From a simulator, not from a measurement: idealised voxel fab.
The name of this process module is voxel wiring stack.
Cross-section cut spans 200 nm and uses square cells 5 nm in size.
We lay out every cross-section as a grid of square cells and spell it out in bands from the top down, where one band means one or more rows of cells. The entry gives the band's vertical extent as a top height and a bottom height in nm, then its horizontal make-up as materials from left to right, each with a width in nm. "empty" stands for empty space; a single material marked "throughout" fills the band edge to edge. Where do heights start? At 0: under that level the wafer as delivered is made of one material only. And the lowest band has no floor; it just carries on downward, as in "from 0 down". Read "30 to 40" as a graded width: first number on top, second number at the bottom, same change between each pair of neighbouring rows. Where the words "stayed the same" appear for a step, the cross-section shows no cell changed by that step; every cell remained as before. The label "Sealed internal cavities" introduces a list of the empty spaces, 8 cells or larger, that have no open way up to the top; each entry in it reads width x height at distance, where the distance is taken from the left edge and all three are stated in nm. Note: text after step settings on the step line = simulator remark on that step. overlay nm: mask offset rightward from planned place, masked step; negative means leftward offset.
These are the steps we planned for the process:
1. RECEIVE,material Si
2. CONFORMAL_DEP,material SiO2,thk nm 15
3. DIRECTIONAL_DEP,material TiN,thk nm 5
4. DIRECTIONAL_DEP,material Ru,thk nm 15
5. MASKED_ETCH,tone cover,mask id METAL_1,width nm 25,pitch nm 50,etch materials Ru,depth nm 15,overlay nm 0
6. MASKED_ETCH,tone cover,mask id METAL_1,width nm 25,pitch nm 50,etch materials TiN,depth nm 5,overlay nm 0
7. CONFORMAL_DEP,material SiCN,thk nm 5
8. FILL_DEP,material SiO2,thk nm 5
9. CMP,height nm 35
10. CONFORMAL_DEP,material SiCN,thk nm 5
11. DIRECTIONAL_DEP,material SiO2,thk nm 20
12. DIRECTIONAL_DEP,material aC,thk nm 10
13. PATTERN,tone open,mask id PLUG_1,material resist,width nm 15,pitch nm 50,thk nm 25,overlay nm 0
14. DIRECTIONAL_ETCH,etch materials aC,depth nm 10
15. STRIP,etch materials resist
16. DIRECTIONAL_ETCH,etch materials SiO2,depth nm 20
17. DIRECTIONAL_ETCH,etch materials SiCN,depth nm 5
18. STRIP,etch materials aC
19. EPI,material Ru,thk nm 10
20. EPI,material Ru,thk nm 10
21. EPI,material Ru,thk nm 5
22. DIRECTIONAL_DEP,material TiN,thk nm 5
23. DIRECTIONAL_DEP,material Ru,thk nm 20
24. MASKED_ETCH,tone cover,mask id METAL_2,width nm 25,pitch nm 50,etch materials Ru,depth nm 20,overlay nm 0
25. MASKED_ETCH,tone cover,mask id METAL_2,width nm 25,pitch nm 50,etch materials TiN,depth nm 5,overlay nm 0
26. CONFORMAL_DEP,material SiN,thk nm 5
27. FILL_DEP,material SiO2,thk nm 10
28. CMP,height nm 85
29. CONFORMAL_DEP,material SiCN,thk nm 5
30. DIRECTIONAL_DEP,material lowk,thk nm 15
31. PATTERN,tone open,mask id PLUG_2,material resist,width nm 15,thk nm 15,overlay nm 0
32. DIRECTIONAL_ETCH,etch materials lowk,depth nm 15
33. DIRECTIONAL_ETCH,etch materials SiCN,depth nm 5
34. STRIP,etch materials resist
35. CONFORMAL_DEP,material TiN,thk nm 5
36. FILL_DEP,material Cu,thk nm 10
37. CMP,height nm 105
38. DIRECTIONAL_DEP,material TiN,thk nm 5
39. DIRECTIONAL_DEP,material Ru,thk nm 15
40. MASKED_ETCH,tone cover,mask id METAL_3,width nm 25,pitch nm 50,etch materials Ru,depth nm 15,overlay nm 0
41. MASKED_ETCH,tone cover,mask id METAL_3,width nm 25,pitch nm 50,etch materials TiN,depth nm 5,overlay nm 0
42. CONFORMAL_DEP,material SiCN,thk nm 5
43. FILL_DEP,material lowk,thk nm 10
44. CMP,height nm 125
45. CONFORMAL_DEP,material SiCN,thk nm 5
Cross-section of the wafer upon arrival, representing the state reached after step 1:
    from 0 down = Si throughout
    Sealed internal cavities: none
First of two wafers at the end of the module, shown in cross-section; run carried out as planned:
    from 130 to 125 = SiCN throughout
    from 125 to 110 = lowk: 55; SiCN: 5; Ru: 25; SiCN: 5; lowk: 15; SiCN: 5; Ru: 25; SiCN: 5; lowk: 60
    from 110 to 105 = SiCN: 60; TiN: 25; SiCN: 25; TiN: 25; SiCN: 65
    from 105 to 90 = lowk: 60; TiN: 5; Cu: 5; TiN: 5; lowk: 125
    from 90 to 85 = SiCN: 60; TiN: 15; SiCN: 125
    from 85 to 65 = SiO2: 55; SiN: 5; Ru: 25; SiN: 5; SiO2: 15; SiN: 5; Ru: 25; SiN: 5; SiO2: 60
    from 65 to 60 = SiN: 60; TiN: 25; SiN: 25; TiN: 25; SiN: 65
    from 60 to 40 = SiO2: 60; Ru: 15; SiO2: 35; Ru: 15; SiO2: 75
    from 40 to 35 = SiCN: 60; Ru: 15; SiCN: 35; Ru: 15; SiCN: 75
    from 35 to 20 = SiO2: 55; SiCN: 5; Ru: 25; SiCN: 5; SiO2: 15; SiCN: 5; Ru: 25; SiCN: 5; SiO2: 60
    from 20 to 15 = SiCN: 60; TiN: 25; SiCN: 25; TiN: 25; SiCN: 65
    from 15 to 0 = SiO2 throughout
    from 0 down = Si throughout
    Sealed internal cavities: none
So this is wafer number two of the two, cut at the end of the module - it started where the first did and had the same plan, we just got one thing wrong running it:
    from 130 to 125 = SiCN throughout
    from 125 to 110 = lowk: 55; SiCN: 5; Ru: 25; SiCN: 5; lowk: 15; SiCN: 5; Ru: 25; SiCN: 5; lowk: 60
    from 110 to 105 = SiCN: 60; TiN: 25; SiCN: 25; TiN: 25; SiCN: 65
    from 105 to 90 = lowk: 60; TiN: 5; Cu: 10; TiN: 5; lowk: 120
    from 90 to 85 = SiCN: 60; TiN: 20; SiCN: 120
    from 85 to 65 = SiO2: 55; SiN: 5; Ru: 25; SiN: 5; SiO2: 15; SiN: 5; Ru: 25; SiN: 5; SiO2: 60
    from 65 to 60 = SiN: 60; TiN: 25; SiN: 25; TiN: 25; SiN: 65
    from 60 to 40 = SiO2: 60; Ru: 15; SiO2: 35; Ru: 15; SiO2: 75
    from 40 to 35 = SiCN: 60; Ru: 15; SiCN: 35; Ru: 15; SiCN: 75
    from 35 to 20 = SiO2: 55; SiCN: 5; Ru: 25; SiCN: 5; SiO2: 15; SiCN: 5; Ru: 25; SiCN: 5; SiO2: 60
    from 20 to 15 = SiCN: 60; TiN: 25; SiCN: 25; TiN: 25; SiCN: 65
    from 15 to 0 = SiO2 throughout
    from 0 down = Si throughout
    Sealed internal cavities: none
The plan and the run diverged here: in deviation from the planned setting, step 31 was conducted as PATTERN,tone open,mask id PLUG_2,material resist,width nm 20,thk nm 15,overlay nm 0
Upon completion, the second wafer contains, in terms of cells, a greater or smaller amount of certain materials than the first wafer: Cu: 3 more, SiCN: 1 fewer, TiN: 1 more, lowk: 3 fewer
